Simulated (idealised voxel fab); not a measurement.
voxel wiring stack: a process module
It is cross-section cut that appears here, measuring 215 nm in width, its square cells being 5 nm in size.
For the purposes of this document, a cross-section shall be understood as a grid of square cells, specified as bands listed in top-to-bottom order, each band consisting of one or more rows of cells. Heads up on the band format: heights come first, top then bottom, in nm. After that it's the materials left to right, each with its width in nm. A single material flagged "everywhere" fills the whole band edge to edge, and "empty" means there's empty space there. Note: height 0 marks the level under which the wafer is uniformly one material as received. Lowest band unbounded below, written "0 -> down". Width: "30 to 40" (first number = top row, second number = bottom row, same change from row to row of cells). Take "identical to before" at face value: in the step it is given for, the cross-section changed in none of its cells. Closed empty spaces (no open way to the top) of 8 cells or more are what "Enclosed empty spaces" lists, each as width x height at distance from the left edge, nm for all three. after a step's settings: what the simulator itself notes on the step. Regarding "overlay nm": on a step with a mask, it is the distance the mask lay to the right of its planned place; a negative value places it to the left.
-- plan
1 RECEIVE, material Si
2 CONFORMAL_DEP, material SiO2, thk nm 10
3 CONFORMAL_DEP, material SiCN, thk nm 5
4 DIRECTIONAL_DEP, material SiO2, thk nm 15
5 MASKED_ETCH, tone open, mask id METAL_1, width nm 25, pitch nm 50, etch materials SiO2, depth nm 15, overlay nm 0
6 MASKED_ETCH, tone open, mask id METAL_1, width nm 25, pitch nm 50, etch materials SiCN, depth nm 5, overlay nm 0
7 CONFORMAL_DEP, material TiN, thk nm 5
8 FILL_DEP, material W, thk nm 5
9 CMP, height nm 30
10 CONFORMAL_DEP, material SiCN, thk nm 5
11 DIRECTIONAL_DEP, material lowk, thk nm 20
12 PATTERN, tone open, mask id PLUG_1, material resist, width nm 15, pitch nm 100, thk nm 15, overlay nm 0
13 DIRECTIONAL_ETCH, etch materials lowk, depth nm 20
14 DIRECTIONAL_ETCH, etch materials SiCN, depth nm 5
15 STRIP, etch materials resist
16 EPI, material Ru, thk nm 10
17 EPI, material Ru, thk nm 10
18 EPI, material Ru, thk nm 5
19 DIRECTIONAL_DEP, material TiN, thk nm 5
20 DIRECTIONAL_DEP, material Ru, thk nm 20
21 PATTERN, tone cover, mask id METAL_2, material resist, width nm 25, pitch nm 50, thk nm 20, overlay nm 0
22 DIRECTIONAL_ETCH, etch materials Ru, depth nm 20
23 DIRECTIONAL_ETCH, etch materials TiN, depth nm 5
24 STRIP, etch materials resist
25 FILL_DEP, material SiO2, thk nm 10
26 CMP, height nm 80
27 CONFORMAL_DEP, material SiCN, thk nm 5
28 DIRECTIONAL_DEP, material lowk, thk nm 15
29 PATTERN, tone open, mask id PLUG_2, material resist, width nm 15, pitch nm 100, thk nm 20, overlay nm 0
30 DIRECTIONAL_ETCH, etch materials lowk, depth nm 15
31 DIRECTIONAL_ETCH, etch materials SiCN, depth nm 5
32 STRIP, etch materials resist
33 CONFORMAL_DEP, material TiN, thk nm 5
34 FILL_DEP, material Cu, thk nm 5
35 CMP, height nm 100
36 DIRECTIONAL_DEP, material TiN, thk nm 5
37 DIRECTIONAL_DEP, material Ru, thk nm 15
38 MASKED_ETCH, tone cover, mask id METAL_3, width nm 25, pitch nm 50, etch materials Ru, depth nm 15, overlay nm 0
39 MASKED_ETCH, tone cover, mask id METAL_3, width nm 25, pitch nm 50, etch materials TiN, depth nm 5, overlay nm 0
40 FILL_DEP, material SiO2, thk nm 10
41 CMP, height nm 120
42 CONFORMAL_DEP, material SiN, thk nm 5
-- Cross-section of the wafer upon arrival, representing the state reached after step 1
> 0 -> down | Si everywhere
> Enclosed empty spaces: none
-- The cross-section shown corresponds to the wafer at the conclusion of the module. The initial structure and the process plan are those presented above; however, one mistake occurred in executing the plan
> 125 -> 120 | SiN everywhere
> 120 -> 105 | SiO2 45 nm, then Ru 25 nm, then SiO2 25 nm, then Ru 25 nm, then SiO2 25 nm, then Ru 25 nm, then SiO2 45 nm
> 105 -> 100 | SiO2 45 nm, then TiN 25 nm, then SiO2 25 nm, then TiN 25 nm, then SiO2 25 nm, then TiN 25 nm, then SiO2 45 nm
> 100 -> 85 | lowk 45 nm, then TiN 5 nm, then Cu 5 nm, then TiN 5 nm, then lowk 85 nm, then TiN 5 nm, then Cu 5 nm, then TiN 5 nm, then lowk 55 nm
> 85 -> 80 | SiCN 45 nm, then TiN 15 nm, then SiCN 85 nm, then TiN 15 nm, then SiCN 55 nm
> 80 -> 70 | SiO2 60 nm, then Ru 10 nm, then SiO2 25 nm, then Ru 25 nm, then SiO2 40 nm, then Ru 10 nm, then SiO2 45 nm
> 70 -> 65 | SiO2 60 nm, then TiN 10 nm, then SiO2 25 nm, then TiN 25 nm, then SiO2 40 nm, then TiN 10 nm, then SiO2 45 nm
> 65 -> 45 | lowk 45 nm, then Ru 15 nm, then lowk 85 nm, then Ru 15 nm, then lowk 55 nm
> 45 -> 40 | SiCN 45 nm, then TiN 15 nm, then SiCN 85 nm, then TiN 15 nm, then SiCN 55 nm
> 40 -> 30 | SiCN everywhere
> 30 -> 15 | SiO2 45 nm, then TiN 5 nm, then W 15 nm, then TiN 5 nm, then SiO2 25 nm, then TiN 5 nm, then W 15 nm, then TiN 5 nm, then SiO2 25 nm, then TiN 5 nm, then W 15 nm, then TiN 5 nm, then SiO2 45 nm
> 15 -> 10 | SiCN 45 nm, then TiN 25 nm, then SiCN 25 nm, then TiN 25 nm, then SiCN 25 nm, then TiN 25 nm, then SiCN 45 nm
> 10 -> 0 | SiO2 everywhere
> 0 -> down | Si everywhere
> Enclosed empty spaces: none
Short version of what went wrong: contrary to plan, step 10 was performed as CONFORMAL_DEP, material SiCN, thk nm 15
